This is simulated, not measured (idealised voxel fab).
process module | voxel released beams
Square cells of 5 nm make up the cross-section cut, whose width is 175 nm.
If you're reading a cross-section in this doc, picture square cells in a grid; it comes to you as bands, top ones listed first down to the bottom, and a band can be one or more rows of cells. Top, bottom (nm), then materials left to right with widths (nm); lone material tagged "throughout" fills the whole band edge to edge; "air" = empty space. Convention: height 0 is the level below which the wafer, as received, is all one material. The lowest band does not terminate at the bottom but continues downward, represented as "0 down". Graded width ("30..40"): value in top row of band = first number; value in bottom row = second number; row-to-row change constant. Basically "nothing different" means that step didn't change any cell in the cross-section. Heads up: "Listed closed voids" only lists the empty pockets with no open path to the top that are 8 cells or more, and it writes them as width x height at distance, distance from the left edge, in nm. Step line, after settings: the simulator's comment on this step. Steps that use a mask can have "overlay nm" on their line. It says how far the mask sat to the right of where it was meant to be. Negative means to the left.
Planned step list for the process:
1,op RECEIVE | material Si
2,op CONFORMAL_DEP | material SiN | thk nm 5
3,op DIRECTIONAL_DEP | material SiO2 | thk nm 15
4,op PATTERN | tone open | mask id ANCHOR | material resist | width nm 25 | thk nm 15 | overlay nm 0
5,op DIRECTIONAL_ETCH | etch materials SiO2 | depth nm 15
6,op STRIP | etch materials resist
7,op CONFORMAL_DEP | material TiN | thk nm 10
8,op DIRECTIONAL_DEP | material aC | thk nm 15
9,op PATTERN | tone cover | mask id BEAM | material resist | width nm 95 | thk nm 30 | overlay nm 0
10,op DIRECTIONAL_ETCH | etch materials aC | depth nm 15
11,op STRIP | etch materials resist
12,op DIRECTIONAL_ETCH | etch materials TiN | depth nm 10
13,op STRIP | etch materials aC
14,op STRIP | etch materials SiO2
Of two wafers, the first: run according to plan:
Wafer as received: cross-section following step 1:
> 0 down = Si throughout
> Listed closed voids: none
The following cross-section depicts the wafer upon completion of step 2:
> 5 to 0 = SiN throughout
> Lower than 0, everything is as it was.
The following cross-section depicts the wafer upon completion of step 3:
> 20 to 5 = SiO2 throughout
> Lower than 5, everything is as it was.
The following cross-section depicts the wafer upon completion of step 4:
> 35 to 20 = resist: 40, then air: 25, then resist: 110
> Lower than 20, everything is as it was.
The following cross-section depicts the wafer upon completion of step 5:
> 35 to 20 = resist: 40, then air: 25, then resist: 110
> 20 to 5 = SiO2: 40, then air: 25, then SiO2: 110
> Lower than 5, everything is as it was.
The following cross-section depicts the wafer upon completion of step 6:
> 20 to 5 = SiO2: 40, then air: 25, then SiO2: 110
> Lower than 5, everything is as it was.
The following cross-section depicts the wafer upon completion of step 7:
> 30 to 20 = TiN: 50, then air: 5, then TiN: 120
> 20 to 15 = SiO2: 40, then TiN: 10, then air: 5, then TiN: 10, then SiO2: 110
> 15 to 5 = SiO2: 40, then TiN: 25, then SiO2: 110
> Lower than 5, everything is as it was.
The following cross-section depicts the wafer upon completion of step 8:
> 45 to 30 = aC: 50, then air: 5, then aC: 120
> 30 to 20 = TiN: 50, then aC: 5, then TiN: 120
> 20 to 15 = SiO2: 40, then TiN: 10, then aC: 5, then TiN: 10, then SiO2: 110
> Lower than 15, everything is as it was.
The following cross-section depicts the wafer upon completion of step 9:
> 75 to 45 = air: 35, then resist: 95, then air: 45
> 45 to 30 = aC: 50, then resist: 5, then aC: 120
> Lower than 30, everything is as it was.
The following cross-section depicts the wafer upon completion of step 10:
> 60 to 45 = air: 35, then resist: 95, then air: 45
> 45 to 30 = air: 35, then aC: 15, then resist: 5, then aC: 75, then air: 45
> Lower than 30, everything is as it was.
The following cross-section depicts the wafer upon completion of step 11:
> 45 to 30 = air: 35, then aC: 15, then air: 5, then aC: 75, then air: 45
> Lower than 30, everything is as it was.
The following cross-section depicts the wafer upon completion of step 12:
> 45 to 30 = air: 35, then aC: 15, then air: 5, then aC: 75, then air: 45
> 30 to 20 = air: 35, then TiN: 15, then aC: 5, then TiN: 75, then air: 45
> Lower than 20, everything is as it was.
The following cross-section depicts the wafer upon completion of step 13:
> 30 to 20 = air: 35, then TiN: 15, then air: 5, then TiN: 75, then air: 45
> 20 to 15 = SiO2: 40, then TiN: 10, then air: 5, then TiN: 10, then SiO2: 110
> Lower than 15, everything is as it was.
The following cross-section depicts the wafer upon completion of step 14:
> 30 to 20 = air: 35, then TiN: 15, then air: 5, then TiN: 75, then air: 45
> 20 to 15 = air: 40, then TiN: 10, then air: 5, then TiN: 10, then air: 110
> 15 to 5 = air: 40, then TiN: 25, then air: 110
> Lower than 5, everything is as it was.
It is to be noted that the second wafer proceeded from the same initial state and according to the same plan as the first, although one mistake was committed in its execution; through step 7, inclusive, the two wafers share an identical history:
Cross-section: second wafer, time at which step 8 was scheduled to end:
> 45 to 30 = SiN: 50, then air: 5, then SiN: 120
> 30 to 20 = TiN: 50, then SiN: 5, then TiN: 120
> 20 to 15 = SiO2: 40, then TiN: 10, then SiN: 5, then TiN: 10, then SiO2: 110
> Lower than 15, everything is as it was.
Cross-section: second wafer, time at which step 9 was scheduled to end:
> 75 to 45 = air: 35, then resist: 95, then air: 45
> 45 to 30 = SiN: 50, then resist: 5, then SiN: 120
> Lower than 30, everything is as it was.
Cross-section: second wafer, time at which step 10 was scheduled to end:
> 60 to 45 = air: 35, then resist: 95, then air: 45
> Lower than 45, everything is as it was.
Cross-section: second wafer, time at which step 11 was scheduled to end:
> 45 to 30 = SiN: 50, then air: 5, then SiN: 120
> Lower than 30, everything is as it was.
Cross-section: second wafer, time at which step 12 was scheduled to end: nothing different
Cross-section: second wafer, time at which step 13 was scheduled to end: nothing different
Cross-section: second wafer, time at which step 14 was scheduled to end: nothing different
In executing the process, a mistake was made relative to the plan: step 8 changed vs plan, executed as op DIRECTIONAL_DEP | material SiN | thk nm 15
Final comparison by cell count, materials where the second wafer has more or fewer than the first: +105 SiN; +90 SiO2; +32 TiN
